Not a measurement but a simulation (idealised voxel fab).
You're looking at the process module voxel wiring stack.
The cross-section shown here is cut; it is 165 nm wide and divided into square cells measuring 5 nm on a side.
In what follows, cross-sections appear as grids of square cells, described through bands that run from the top down, where every band is one or more rows of cells.
Within each band entry, the heights of the top and of the bottom of the band appear first, in that order and in nm; the materials of the band then follow from left to right, each with its corresponding width in nm. The designation "all across" on a single material indicates that it fills the band from edge to edge; the designation "blank" indicates empty space.
It should be noted that heights are counted from 0, beneath which the wafer as supplied is of one material throughout, and that the lowest band possesses no lower boundary but continues downward, as written in "0 and below".
Quick explanation for "30 to 40": the width changes in equal steps down the rows of cells, from the first number in the band's top row to the second number in its bottom row.
"no change" after a step means that no cell of the cross-section changed.
Voids not open to the top, 8 cells minimum: see "Encapsulated voids". Written width x height at distance; distance is from the left edge; nm.
On a step's line, text after the settings is the simulator commenting on that step.
The "overlay nm" setting may appear on a step's line; for a step that uses a mask, it gives how far to the right of its planned position the mask lay, and a negative value indicates the left.

Process steps foreseen in the plan:
1,RECEIVE | material Si
2,CONFORMAL_DEP | material SiO2 | thk nm 10
3,CONFORMAL_DEP | material SiCN | thk nm 5
4,DIRECTIONAL_DEP | material lowk | thk nm 25
5,MASKED_ETCH | tone open | mask id METAL_1 | width nm 30 | pitch nm 45 | etch materials lowk | depth nm 25 | overlay nm 0
6,MASKED_ETCH | tone open | mask id METAL_1 | width nm 30 | pitch nm 45 | etch materials SiCN | depth nm 5 | overlay nm 0
7,CONFORMAL_DEP | material TiN | thk nm 5
8,FILL_DEP | material Cu | thk nm 5
9,CMP | height nm 40
10,EPI | material Ru | thk nm 5
11,FILL_DEP | material SiCN | thk nm 5
12,DIRECTIONAL_DEP | material SiO2 | thk nm 30
13,MASKED_ETCH | tone open | mask id METAL_2_HOLES | width nm 15 | pitch nm 45 | etch materials SiO2 | depth nm 30 | overlay nm 0
14,PATTERN | tone open | mask id METAL_2 | material resist | width nm 30 | pitch nm 45 | thk nm 20 | overlay nm 0
15,DIRECTIONAL_ETCH | etch materials SiO2 | depth nm 20
16,DIRECTIONAL_ETCH | etch materials SiCN | depth nm 5
17,STRIP | etch materials resist
18,CONFORMAL_DEP | material TiN | thk nm 5
19,FILL_DEP | material Cu | thk nm 10
20,CMP | height nm 80
21,CONFORMAL_DEP | material SiCN | thk nm 5
22,DIRECTIONAL_DEP | material lowk | thk nm 20
23,PATTERN | tone open | mask id PLUG_2 | material resist | width nm 15 | thk nm 15 | overlay nm 0
24,DIRECTIONAL_ETCH | etch materials lowk | depth nm 20
25,DIRECTIONAL_ETCH | etch materials SiCN | depth nm 5
26,STRIP | etch materials resist
27,CONFORMAL_DEP | material TiN | thk nm 5
28,FILL_DEP | material Cu | thk nm 10
29,CMP | height nm 105
30,CONFORMAL_DEP | material SiCN | thk nm 5
31,DIRECTIONAL_DEP | material SiO2 | thk nm 25
32,MASKED_ETCH | tone open | mask id METAL_3 | width nm 30 | pitch nm 45 | etch materials SiO2 | depth nm 25 | overlay nm 0
33,MASKED_ETCH | tone open | mask id METAL_3 | width nm 30 | pitch nm 45 | etch materials SiCN | depth nm 5 | overlay nm 0
34,CONFORMAL_DEP | material TiN | thk nm 5
35,FILL_DEP | material Ru | thk nm 5
36,CMP | height nm 135
37,CONFORMAL_DEP | material SiCN | thk nm 5
38,DIRECTIONAL_DEP | material lowk | thk nm 10
39,MASKED_ETCH | tone open | mask id PLUG_3 | width nm 15 | etch materials lowk | depth nm 10 | overlay nm 0
40,MASKED_ETCH | tone open | mask id PLUG_3 | width nm 15 | etch materials SiCN | depth nm 5 | overlay nm 0
41,CONFORMAL_DEP | material TiN | thk nm 5
42,FILL_DEP | material W | thk nm 10
43,CMP | height nm 150
44,CONFORMAL_DEP | material SiN | thk nm 5
45,DIRECTIONAL_DEP | material SiO2 | thk nm 20
46,MASKED_ETCH | tone open | mask id METAL_4 | width nm 30 | pitch nm 45 | etch materials SiO2 | depth nm 20 | overlay nm 0
47,MASKED_ETCH | tone open | mask id METAL_4 | width nm 30 | pitch nm 45 | etch materials SiN | depth nm 5 | overlay nm 0
48,CONFORMAL_DEP | material TiN | thk nm 5
49,FILL_DEP | material Cu | thk nm 10
50,CMP | height nm 175
51,EPI | material Ru | thk nm 5
52,FILL_DEP | material SiCN | thk nm 5

Of two wafers, the first: run according to plan:

The cross-section here shows the wafer as received, i.e. in its state after step 1:
0 and below = Si all across
Encapsulated voids: none

Sectional view: wafer, after step 2:
10 down to 0 = SiO2 all across
For the remainder of the cross-section, below 0, there is no change.

Sectional view: wafer, after step 3:
15 down to 10 = SiCN all across
For the remainder of the cross-section, below 10, there is no change.

Sectional view: wafer, after step 4:
40 down to 15 = lowk all across
For the remainder of the cross-section, below 15, there is no change.

Sectional view: wafer, after step 5:
40 down to 15 = 45 nm lowk  30 nm blank  15 nm lowk  30 nm blank  45 nm lowk
For the remainder of the cross-section, below 15, there is no change.

Sectional view: wafer, after step 6:
40 down to 15 = 45 nm lowk  30 nm blank  15 nm lowk  30 nm blank  45 nm lowk
15 down to 10 = 45 nm SiCN  30 nm blank  15 nm SiCN  30 nm blank  45 nm SiCN
For the remainder of the cross-section, below 10, there is no change.

Sectional view: wafer, after step 7:
45 down to 40 = 50 nm TiN  20 nm blank  25 nm TiN  20 nm blank  50 nm TiN
40 down to 15 = 45 nm lowk  5 nm TiN  20 nm blank  5 nm TiN  15 nm lowk  5 nm TiN  20 nm blank  5 nm TiN  45 nm lowk
15 down to 10 = 45 nm SiCN  30 nm TiN  15 nm SiCN  30 nm TiN  45 nm SiCN
For the remainder of the cross-section, below 10, there is no change.

Sectional view: wafer, after step 8:
50 down to 45 = Cu all across
45 down to 40 = 50 nm TiN  20 nm Cu  25 nm TiN  20 nm Cu  50 nm TiN
40 down to 15 = 45 nm lowk  5 nm TiN  20 nm Cu  5 nm TiN  15 nm lowk  5 nm TiN  20 nm Cu  5 nm TiN  45 nm lowk
For the remainder of the cross-section, below 15, there is no change.

Sectional view: wafer, after step 9:
40 down to 15 = 45 nm lowk  5 nm TiN  20 nm Cu  5 nm TiN  15 nm lowk  5 nm TiN  20 nm Cu  5 nm TiN  45 nm lowk
For the remainder of the cross-section, below 15, there is no change.

Sectional view: wafer, after step 10:
45 down to 40 = 40 nm blank  40 nm Ru  5 nm blank  40 nm Ru  40 nm blank
For the remainder of the cross-section, below 40, there is no change.

Sectional view: wafer, after step 11:
50 down to 45 = SiCN all across
45 down to 40 = 40 nm SiCN  40 nm Ru  5 nm SiCN  40 nm Ru  40 nm SiCN
For the remainder of the cross-section, below 40, there is no change.

Sectional view: wafer, after step 12:
80 down to 50 = SiO2 all across
For the remainder of the cross-section, below 50, there is no change.

Sectional view: wafer, after step 13:
80 down to 50 = 45 nm SiO2  15 nm blank  30 nm SiO2  15 nm blank  60 nm SiO2
For the remainder of the cross-section, below 50, there is no change.

Sectional view: wafer, after step 14:
100 down to 80 = 45 nm resist  30 nm blank  15 nm resist  30 nm blank  45 nm resist
For the remainder of the cross-section, below 80, there is no change.

Sectional view: wafer, after step 15:
100 down to 80 = 45 nm resist  30 nm blank  15 nm resist  30 nm blank  45 nm resist
80 down to 60 = 45 nm SiO2  30 nm blank  15 nm SiO2  30 nm blank  45 nm SiO2
For the remainder of the cross-section, below 60, there is no change.

Sectional view: wafer, after step 16:
100 down to 80 = 45 nm resist  30 nm blank  15 nm resist  30 nm blank  45 nm resist
80 down to 60 = 45 nm SiO2  30 nm blank  15 nm SiO2  30 nm blank  45 nm SiO2
60 down to 50 = 45 nm SiO2  15 nm blank  30 nm SiO2  15 nm blank  60 nm SiO2
50 down to 45 = 45 nm SiCN  15 nm blank  30 nm SiCN  15 nm blank  60 nm SiCN
For the remainder of the cross-section, below 45, there is no change.

Sectional view: wafer, after step 17:
80 down to 60 = 45 nm SiO2  30 nm blank  15 nm SiO2  30 nm blank  45 nm SiO2
For the remainder of the cross-section, below 60, there is no change.

Sectional view: wafer, after step 18:
85 down to 80 = 50 nm TiN  20 nm blank  25 nm TiN  20 nm blank  50 nm TiN
80 down to 65 = 45 nm SiO2  5 nm TiN  20 nm blank  5 nm TiN  15 nm SiO2  5 nm TiN  20 nm blank  5 nm TiN  45 nm SiO2
65 down to 60 = 45 nm SiO2  5 nm TiN  5 nm blank  20 nm TiN  15 nm SiO2  5 nm TiN  5 nm blank  20 nm TiN  45 nm SiO2
60 down to 50 = 45 nm SiO2  5 nm TiN  5 nm blank  5 nm TiN  30 nm SiO2  5 nm TiN  5 nm blank  5 nm TiN  60 nm SiO2
50 down to 45 = 45 nm SiCN  15 nm TiN  30 nm SiCN  15 nm TiN  60 nm SiCN
For the remainder of the cross-section, below 45, there is no change.

Sectional view: wafer, after step 19:
95 down to 85 = Cu all across
85 down to 80 = 50 nm TiN  20 nm Cu  25 nm TiN  20 nm Cu  50 nm TiN
80 down to 65 = 45 nm SiO2  5 nm TiN  20 nm Cu  5 nm TiN  15 nm SiO2  5 nm TiN  20 nm Cu  5 nm TiN  45 nm SiO2
65 down to 60 = 45 nm SiO2  5 nm TiN  5 nm Cu  20 nm TiN  15 nm SiO2  5 nm TiN  5 nm Cu  20 nm TiN  45 nm SiO2
60 down to 50 = 45 nm SiO2  5 nm TiN  5 nm Cu  5 nm TiN  30 nm SiO2  5 nm TiN  5 nm Cu  5 nm TiN  60 nm SiO2
For the remainder of the cross-section, below 50, there is no change.

Sectional view: wafer, after step 20:
80 down to 65 = 45 nm SiO2  5 nm TiN  20 nm Cu  5 nm TiN  15 nm SiO2  5 nm TiN  20 nm Cu  5 nm TiN  45 nm SiO2
For the remainder of the cross-section, below 65, there is no change.

Sectional view: wafer, after step 21:
85 down to 80 = SiCN all across
For the remainder of the cross-section, below 80, there is no change.

Sectional view: wafer, after step 22:
105 down to 85 = lowk all across
For the remainder of the cross-section, below 85, there is no change.

Sectional view: wafer, after step 23:
120 down to 105 = 45 nm resist  15 nm blank  105 nm resist
For the remainder of the cross-section, below 105, there is no change.

Sectional view: wafer, after step 24:
120 down to 105 = 45 nm resist  15 nm blank  105 nm resist
105 down to 85 = 45 nm lowk  15 nm blank  105 nm lowk
For the remainder of the cross-section, below 85, there is no change.

Sectional view: wafer, after step 25:
120 down to 105 = 45 nm resist  15 nm blank  105 nm resist
105 down to 85 = 45 nm lowk  15 nm blank  105 nm lowk
85 down to 80 = 45 nm SiCN  15 nm blank  105 nm SiCN
For the remainder of the cross-section, below 80, there is no change.

Sectional view: wafer, after step 26:
105 down to 85 = 45 nm lowk  15 nm blank  105 nm lowk
For the remainder of the cross-section, below 85, there is no change.

Sectional view: wafer, after step 27:
110 down to 105 = 50 nm TiN  5 nm blank  110 nm TiN
105 down to 85 = 45 nm lowk  5 nm TiN  5 nm blank  5 nm TiN  105 nm lowk
85 down to 80 = 45 nm SiCN  15 nm TiN  105 nm SiCN
For the remainder of the cross-section, below 80, there is no change.

Sectional view: wafer, after step 28:
120 down to 110 = Cu all across
110 down to 105 = 50 nm TiN  5 nm Cu  110 nm TiN
105 down to 85 = 45 nm lowk  5 nm TiN  5 nm Cu  5 nm TiN  105 nm lowk
For the remainder of the cross-section, below 85, there is no change.

Sectional view: wafer, after step 29:
105 down to 85 = 45 nm lowk  5 nm TiN  5 nm Cu  5 nm TiN  105 nm lowk
For the remainder of the cross-section, below 85, there is no change.

Sectional view: wafer, after step 30:
110 down to 105 = SiCN all across
For the remainder of the cross-section, below 105, there is no change.

Sectional view: wafer, after step 31:
135 down to 110 = SiO2 all across
For the remainder of the cross-section, below 110, there is no change.

Sectional view: wafer, after step 32:
135 down to 110 = 45 nm SiO2  30 nm blank  15 nm SiO2  30 nm blank  45 nm SiO2
For the remainder of the cross-section, below 110, there is no change.

Sectional view: wafer, after step 33:
135 down to 110 = 45 nm SiO2  30 nm blank  15 nm SiO2  30 nm blank  45 nm SiO2
110 down to 105 = 45 nm SiCN  30 nm blank  15 nm SiCN  30 nm blank  45 nm SiCN
For the remainder of the cross-section, below 105, there is no change.

Sectional view: wafer, after step 34:
140 down to 135 = 50 nm TiN  20 nm blank  25 nm TiN  20 nm blank  50 nm TiN
135 down to 110 = 45 nm SiO2  5 nm TiN  20 nm blank  5 nm TiN  15 nm SiO2  5 nm TiN  20 nm blank  5 nm TiN  45 nm SiO2
110 down to 105 = 45 nm SiCN  30 nm TiN  15 nm SiCN  30 nm TiN  45 nm SiCN
For the remainder of the cross-section, below 105, there is no change.

Sectional view: wafer, after step 35:
145 down to 140 = Ru all across
140 down to 135 = 50 nm TiN  20 nm Ru  25 nm TiN  20 nm Ru  50 nm TiN
135 down to 110 = 45 nm SiO2  5 nm TiN  20 nm Ru  5 nm TiN  15 nm SiO2  5 nm TiN  20 nm Ru  5 nm TiN  45 nm SiO2
For the remainder of the cross-section, below 110, there is no change.

Sectional view: wafer, after step 36:
135 down to 110 = 45 nm SiO2  5 nm TiN  20 nm Ru  5 nm TiN  15 nm SiO2  5 nm TiN  20 nm Ru  5 nm TiN  45 nm SiO2
For the remainder of the cross-section, below 110, there is no change.

Sectional view: wafer, after step 37:
140 down to 135 = SiCN all across
For the remainder of the cross-section, below 135, there is no change.

Sectional view: wafer, after step 38:
150 down to 140 = lowk all across
For the remainder of the cross-section, below 140, there is no change.

Sectional view: wafer, after step 39:
150 down to 140 = 45 nm lowk  15 nm blank  105 nm lowk
For the remainder of the cross-section, below 140, there is no change.

Sectional view: wafer, after step 40:
150 down to 140 = 45 nm lowk  15 nm blank  105 nm lowk
140 down to 135 = 45 nm SiCN  15 nm blank  105 nm SiCN
For the remainder of the cross-section, below 135, there is no change.

Sectional view: wafer, after step 41:
155 down to 150 = 50 nm TiN  5 nm blank  110 nm TiN
150 down to 140 = 45 nm lowk  5 nm TiN  5 nm blank  5 nm TiN  105 nm lowk
140 down to 135 = 45 nm SiCN  15 nm TiN  105 nm SiCN
For the remainder of the cross-section, below 135, there is no change.

Sectional view: wafer, after step 42:
165 down to 155 = W all across
155 down to 150 = 50 nm TiN  5 nm W  110 nm TiN
150 down to 140 = 45 nm lowk  5 nm TiN  5 nm W  5 nm TiN  105 nm lowk
For the remainder of the cross-section, below 140, there is no change.

Sectional view: wafer, after step 43:
150 down to 140 = 45 nm lowk  5 nm TiN  5 nm W  5 nm TiN  105 nm lowk
For the remainder of the cross-section, below 140, there is no change.

Sectional view: wafer, after step 44:
155 down to 150 = SiN all across
For the remainder of the cross-section, below 150, there is no change.

Sectional view: wafer, after step 45:
175 down to 155 = SiO2 all across
For the remainder of the cross-section, below 155, there is no change.

Sectional view: wafer, after step 46:
175 down to 155 = 45 nm SiO2  30 nm blank  15 nm SiO2  30 nm blank  45 nm SiO2
For the remainder of the cross-section, below 155, there is no change.

Sectional view: wafer, after step 47:
175 down to 155 = 45 nm SiO2  30 nm blank  15 nm SiO2  30 nm blank  45 nm SiO2
155 down to 150 = 45 nm SiN  30 nm blank  15 nm SiN  30 nm blank  45 nm SiN
For the remainder of the cross-section, below 150, there is no change.

Sectional view: wafer, after step 48:
180 down to 175 = 50 nm TiN  20 nm blank  25 nm TiN  20 nm blank  50 nm TiN
175 down to 155 = 45 nm SiO2  5 nm TiN  20 nm blank  5 nm TiN  15 nm SiO2  5 nm TiN  20 nm blank  5 nm TiN  45 nm SiO2
155 down to 150 = 45 nm SiN  30 nm TiN  15 nm SiN  30 nm TiN  45 nm SiN
For the remainder of the cross-section, below 150, there is no change.

Sectional view: wafer, after step 49:
190 down to 180 = Cu all across
180 down to 175 = 50 nm TiN  20 nm Cu  25 nm TiN  20 nm Cu  50 nm TiN
175 down to 155 = 45 nm SiO2  5 nm TiN  20 nm Cu  5 nm TiN  15 nm SiO2  5 nm TiN  20 nm Cu  5 nm TiN  45 nm SiO2
For the remainder of the cross-section, below 155, there is no change.

Sectional view: wafer, after step 50:
175 down to 155 = 45 nm SiO2  5 nm TiN  20 nm Cu  5 nm TiN  15 nm SiO2  5 nm TiN  20 nm Cu  5 nm TiN  45 nm SiO2
For the remainder of the cross-section, below 155, there is no change.

Sectional view: wafer, after step 51:
180 down to 175 = 40 nm blank  40 nm Ru  5 nm blank  40 nm Ru  40 nm blank
For the remainder of the cross-section, below 175, there is no change.

Sectional view: wafer, after step 52:
185 down to 180 = SiCN all across
180 down to 175 = 40 nm SiCN  40 nm Ru  5 nm SiCN  40 nm Ru  40 nm SiCN
For the remainder of the cross-section, below 175, there is no change.

The remaining wafer, second of the two, started like the first and was run to the same plan, except that one mistake was made along the way; the two coincide through step 19, inclusive:

Cross-section: second wafer, time at which step 20 was scheduled to end: no change

Cross-section: second wafer, time at which step 21 was scheduled to end:
100 down to 95 = SiCN all across
For the remainder of the cross-section, below 95, there is no change.

Cross-section: second wafer, time at which step 22 was scheduled to end:
120 down to 100 = lowk all across
For the remainder of the cross-section, below 100, there is no change.

Cross-section: second wafer, time at which step 23 was scheduled to end:
135 down to 120 = 45 nm resist  15 nm blank  105 nm resist
For the remainder of the cross-section, below 120, there is no change.

Cross-section: second wafer, time at which step 24 was scheduled to end:
135 down to 120 = 45 nm resist  15 nm blank  105 nm resist
120 down to 100 = 45 nm lowk  15 nm blank  105 nm lowk
For the remainder of the cross-section, below 100, there is no change.

Cross-section: second wafer, time at which step 25 was scheduled to end:
135 down to 120 = 45 nm resist  15 nm blank  105 nm resist
120 down to 100 = 45 nm lowk  15 nm blank  105 nm lowk
100 down to 95 = 45 nm SiCN  15 nm blank  105 nm SiCN
For the remainder of the cross-section, below 95, there is no change.

Cross-section: second wafer, time at which step 26 was scheduled to end:
120 down to 100 = 45 nm lowk  15 nm blank  105 nm lowk
For the remainder of the cross-section, below 100, there is no change.

Cross-section: second wafer, time at which step 27 was scheduled to end:
125 down to 120 = 50 nm TiN  5 nm blank  110 nm TiN
120 down to 100 = 45 nm lowk  5 nm TiN  5 nm blank  5 nm TiN  105 nm lowk
100 down to 95 = 45 nm SiCN  15 nm TiN  105 nm SiCN
For the remainder of the cross-section, below 95, there is no change.

Cross-section: second wafer, time at which step 28 was scheduled to end:
135 down to 125 = Cu all across
125 down to 120 = 50 nm TiN  5 nm Cu  110 nm TiN
120 down to 100 = 45 nm lowk  5 nm TiN  5 nm Cu  5 nm TiN  105 nm lowk
For the remainder of the cross-section, below 100, there is no change.

Cross-section: second wafer, time at which step 29 was scheduled to end:
105 down to 100 = 45 nm lowk  5 nm TiN  5 nm Cu  5 nm TiN  105 nm lowk
For the remainder of the cross-section, below 100, there is no change.

Cross-section: second wafer, time at which step 30 was scheduled to end:
110 down to 105 = SiCN all across
For the remainder of the cross-section, below 105, there is no change.

Cross-section: second wafer, time at which step 31 was scheduled to end:
135 down to 110 = SiO2 all across
For the remainder of the cross-section, below 110, there is no change.

Cross-section: second wafer, time at which step 32 was scheduled to end:
135 down to 110 = 45 nm SiO2  30 nm blank  15 nm SiO2  30 nm blank  45 nm SiO2
For the remainder of the cross-section, below 110, there is no change.

Cross-section: second wafer, time at which step 33 was scheduled to end:
135 down to 110 = 45 nm SiO2  30 nm blank  15 nm SiO2  30 nm blank  45 nm SiO2
110 down to 105 = 45 nm SiCN  30 nm blank  15 nm SiCN  30 nm blank  45 nm SiCN
For the remainder of the cross-section, below 105, there is no change.

Cross-section: second wafer, time at which step 34 was scheduled to end:
140 down to 135 = 50 nm TiN  20 nm blank  25 nm TiN  20 nm blank  50 nm TiN
135 down to 110 = 45 nm SiO2  5 nm TiN  20 nm blank  5 nm TiN  15 nm SiO2  5 nm TiN  20 nm blank  5 nm TiN  45 nm SiO2
110 down to 105 = 45 nm SiCN  30 nm TiN  15 nm SiCN  30 nm TiN  45 nm SiCN
For the remainder of the cross-section, below 105, there is no change.

Cross-section: second wafer, time at which step 35 was scheduled to end:
145 down to 140 = Ru all across
140 down to 135 = 50 nm TiN  20 nm Ru  25 nm TiN  20 nm Ru  50 nm TiN
135 down to 110 = 45 nm SiO2  5 nm TiN  20 nm Ru  5 nm TiN  15 nm SiO2  5 nm TiN  20 nm Ru  5 nm TiN  45 nm SiO2
For the remainder of the cross-section, below 110, there is no change.

Cross-section: second wafer, time at which step 36 was scheduled to end:
135 down to 110 = 45 nm SiO2  5 nm TiN  20 nm Ru  5 nm TiN  15 nm SiO2  5 nm TiN  20 nm Ru  5 nm TiN  45 nm SiO2
For the remainder of the cross-section, below 110, there is no change.

Cross-section: second wafer, time at which step 37 was scheduled to end:
140 down to 135 = SiCN all across
For the remainder of the cross-section, below 135, there is no change.

Cross-section: second wafer, time at which step 38 was scheduled to end:
150 down to 140 = lowk all across
For the remainder of the cross-section, below 140, there is no change.

Cross-section: second wafer, time at which step 39 was scheduled to end:
150 down to 140 = 45 nm lowk  15 nm blank  105 nm lowk
For the remainder of the cross-section, below 140, there is no change.

Cross-section: second wafer, time at which step 40 was scheduled to end:
150 down to 140 = 45 nm lowk  15 nm blank  105 nm lowk
140 down to 135 = 45 nm SiCN  15 nm blank  105 nm SiCN
For the remainder of the cross-section, below 135, there is no change.

Cross-section: second wafer, time at which step 41 was scheduled to end:
155 down to 150 = 50 nm TiN  5 nm blank  110 nm TiN
150 down to 140 = 45 nm lowk  5 nm TiN  5 nm blank  5 nm TiN  105 nm lowk
140 down to 135 = 45 nm SiCN  15 nm TiN  105 nm SiCN
For the remainder of the cross-section, below 135, there is no change.

Cross-section: second wafer, time at which step 42 was scheduled to end:
165 down to 155 = W all across
155 down to 150 = 50 nm TiN  5 nm W  110 nm TiN
150 down to 140 = 45 nm lowk  5 nm TiN  5 nm W  5 nm TiN  105 nm lowk
For the remainder of the cross-section, below 140, there is no change.

Cross-section: second wafer, time at which step 43 was scheduled to end:
150 down to 140 = 45 nm lowk  5 nm TiN  5 nm W  5 nm TiN  105 nm lowk
For the remainder of the cross-section, below 140, there is no change.

Cross-section: second wafer, time at which step 44 was scheduled to end:
155 down to 150 = SiN all across
For the remainder of the cross-section, below 150, there is no change.

Cross-section: second wafer, time at which step 45 was scheduled to end:
175 down to 155 = SiO2 all across
For the remainder of the cross-section, below 155, there is no change.

Cross-section: second wafer, time at which step 46 was scheduled to end:
175 down to 155 = 45 nm SiO2  30 nm blank  15 nm SiO2  30 nm blank  45 nm SiO2
For the remainder of the cross-section, below 155, there is no change.

Cross-section: second wafer, time at which step 47 was scheduled to end:
175 down to 155 = 45 nm SiO2  30 nm blank  15 nm SiO2  30 nm blank  45 nm SiO2
155 down to 150 = 45 nm SiN  30 nm blank  15 nm SiN  30 nm blank  45 nm SiN
For the remainder of the cross-section, below 150, there is no change.

Cross-section: second wafer, time at which step 48 was scheduled to end:
180 down to 175 = 50 nm TiN  20 nm blank  25 nm TiN  20 nm blank  50 nm TiN
175 down to 155 = 45 nm SiO2  5 nm TiN  20 nm blank  5 nm TiN  15 nm SiO2  5 nm TiN  20 nm blank  5 nm TiN  45 nm SiO2
155 down to 150 = 45 nm SiN  30 nm TiN  15 nm SiN  30 nm TiN  45 nm SiN
For the remainder of the cross-section, below 150, there is no change.

Cross-section: second wafer, time at which step 49 was scheduled to end:
190 down to 180 = Cu all across
180 down to 175 = 50 nm TiN  20 nm Cu  25 nm TiN  20 nm Cu  50 nm TiN
175 down to 155 = 45 nm SiO2  5 nm TiN  20 nm Cu  5 nm TiN  15 nm SiO2  5 nm TiN  20 nm Cu  5 nm TiN  45 nm SiO2
For the remainder of the cross-section, below 155, there is no change.

Cross-section: second wafer, time at which step 50 was scheduled to end:
175 down to 155 = 45 nm SiO2  5 nm TiN  20 nm Cu  5 nm TiN  15 nm SiO2  5 nm TiN  20 nm Cu  5 nm TiN  45 nm SiO2
For the remainder of the cross-section, below 155, there is no change.

Cross-section: second wafer, time at which step 51 was scheduled to end:
180 down to 175 = 40 nm blank  40 nm Ru  5 nm blank  40 nm Ru  40 nm blank
For the remainder of the cross-section, below 175, there is no change.

Cross-section: second wafer, time at which step 52 was scheduled to end:
185 down to 180 = SiCN all across
180 down to 175 = 40 nm SiCN  40 nm Ru  5 nm SiCN  40 nm Ru  40 nm SiCN
For the remainder of the cross-section, below 175, there is no change.
Want to know what went wrong? step 20 of the plan never got run, it was skipped over
Upon completion, the second wafer contains, in terms of cells, a greater or smaller amount of certain materials than the first wafer: Cu: 71 more, TiN: 19 more, lowk: 90 fewer
